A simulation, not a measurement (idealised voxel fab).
The name of this process module is voxel transistor to metal.
Square cell edge 5 nm, section width 150 nm, ID cut.
If you're reading a cross-section in this doc, picture square cells in a grid; it comes to you as bands, top ones listed first down to the bottom, and a band can be one or more rows of cells.
Basically the band line says how high the top is and how high the bottom is, in nm, and then what's in it from left to right, every material with its width in nm. Empty space shows up as "air", and if a single material carries "full width" it runs the full band edge to edge.
Heights are measured from 0, the level below which the as-received wafer is all one material; the lowest band has no bottom and continues downward, written as in "z 0 and below".
When a width is written as two numbers, as in "30..40", the first number is the width in the top row of cells of the band and the second is the width in its bottom row, and the width changes by the same amount from each row to the next.
"nothing altered" means the step left every cell of the cross-section as it was.
For the entry "Enclosed voids", the listed items are empty spaces with no open way to the top whose size is 8 cells or more; each item follows the pattern width x height at distance, where distance is from the left edge and all three are in nm.
Where a step's line continues beyond its settings, the continuation is a remark by the simulator itself on that step.
Steps that use a mask can have "overlay nm" on their line. It says how far the mask sat to the right of where it was meant to be. Negative means to the left.
Planned process steps:
1. RECEIVE (material Si)
2. OXIDIZE (depth nm 5)
3. CONFORMAL_DEP (material SiN; thk nm 10)
4. MASKED_ETCH (tone cover; mask id ACTIVE; width nm 95; etch materials SiN; depth nm 10; overlay nm 0)
5. MASKED_ETCH (tone cover; mask id ACTIVE; width nm 95; etch materials SiO2; depth nm 5; overlay nm 0)
6. MASKED_ETCH (tone cover; mask id ACTIVE; width nm 95; etch materials Si; depth nm 25; overlay nm 0)
7. FILL_DEP (material SiO2; thk nm 15)
8. CMP (height nm 10)
9. SELECTIVE_ETCH (etch materials SiO2; depth nm 10)
10. STRIP (etch materials SiN)
11. SELECTIVE_ETCH (etch materials SiO2; depth nm 5)
12. OXIDIZE (depth nm 5)
13. DIRECTIONAL_DEP (material polySi; thk nm 25)
14. DIRECTIONAL_DEP (material SiCN; thk nm 15)
15. PATTERN (tone cover; mask id GATE; material resist; width nm 25; thk nm 20; overlay nm 0)
16. DIRECTIONAL_ETCH (etch materials SiCN; depth nm 25)
17. DIRECTIONAL_ETCH (etch materials polySi; depth nm 35)
18. STRIP (etch materials resist)
19. CONFORMAL_DEP (material SiO2; thk nm 5)
20. DIRECTIONAL_ETCH (etch materials SiO2; depth nm 5)
21. CONFORMAL_DEP (material SiN; thk nm 5)
22. DIRECTIONAL_ETCH (etch materials SiN; depth nm 5)
23. DIRECTIONAL_ETCH (etch materials SiO2; depth nm 5)
24. DIRECTIONAL_ETCH (etch materials Si; depth nm 10)
25. EPI (material SiGe; thk nm 10)
26. FILL_DEP (material SiO2; thk nm 10)
27. CMP (height nm 35)
28. DIRECTIONAL_DEP (material SiO2; thk nm 10)
29. MASKED_ETCH (tone open; mask id CONTACT; width nm 25; pitch nm 60; etch materials SiO2; depth nm 55; overlay nm 0)
30. CONFORMAL_DEP (material TiN; thk nm 5)
31. FILL_DEP (material Ru; thk nm 5)
32. CMP (height nm 45)
33. DIRECTIONAL_DEP (material TiN; thk nm 5)
34. DIRECTIONAL_DEP (material Ru; thk nm 20)
35. PATTERN (tone cover; mask id METAL_1; material resist; width nm 15; pitch nm 70; thk nm 20; overlay nm 0)
36. DIRECTIONAL_ETCH (etch materials Ru; depth nm 20)
37. DIRECTIONAL_ETCH (etch materials TiN; depth nm 5)
38. STRIP (etch materials resist)
39. CONFORMAL_DEP (material SiN; thk nm 5)
40. FILL_DEP (material SiO2; thk nm 5)
41. CMP (height nm 70)
42. CONFORMAL_DEP (material SiN; thk nm 5)
Wafer cross-section on receipt, i.e. after step 1:
    z 0 and below: Si full width
    Enclosed voids: none
Cross-section, end of module. Start: as above. Plan: as above. Execution: one mistake:
    z 75 to 70: SiN full width
    z 70 to 50: SiO2: 25; SiN: 5; Ru: 15; SiN: 5; SiO2: 45; SiN: 5; Ru: 15; SiN: 5; SiO2: 30
    z 50 to 45: SiN: 30; TiN: 15; SiN: 55; TiN: 15; SiN: 35
    z 45 to 35: SiO2: 30; TiN: 5; Ru: 15..10; TiN: 5..10; SiO2: 35; TiN: 5..15; Ru: 15..5; TiN: 5; SiO2: 35
    z 35 to 20: SiO2: 30; TiN: 5; Ru: 10; TiN: 5; SiN: 5; SiO2: 5; SiCN: 30; TiN: 5; SiN: 5; TiN: 5; Ru: 5; TiN: 5; SiO2: 35
    z 20 to 5: SiO2: 30; TiN: 5; Ru: 10; TiN: 5; SiN: 5; SiO2: 5; polySi: 30; TiN: 5; SiN: 5; TiN: 5; Ru: 5; TiN: 5; SiO2: 35
    z 5 to 0: SiO2: 30; TiN: 20; SiN: 5; SiO2: 5; polySi: 30; TiN: 5; SiN: 5; TiN: 15; SiO2: 35
    z 0 to -5: SiO2: 30; TiN: 10; SiGe: 10; SiN: 5; SiO2: 5; polySi: 30; TiN: 5; SiN: 5; SiGe: 10; TiN: 5; SiO2: 35
    z -5 to -10: SiO2: 30; TiN: 10; SiGe: 10; SiO2: 40; TiN: 5; SiO2: 5; SiGe: 10; TiN: 5; SiO2: 35
    z -10 to -20: SiO2: 25; SiGe: 25; Si: 50; SiGe: 20; SiO2: 30
    z -20 to -30: SiO2: 25; Si: 95; SiO2: 30
    z -30 and below: Si full width
    Enclosed voids: none
Which mistake was made when the wafer was run? the process deviated at step 15: the operation and settings actually run there were PATTERN (tone cover; mask id GATE; material resist; width nm 30; thk nm 20; overlay nm 0)
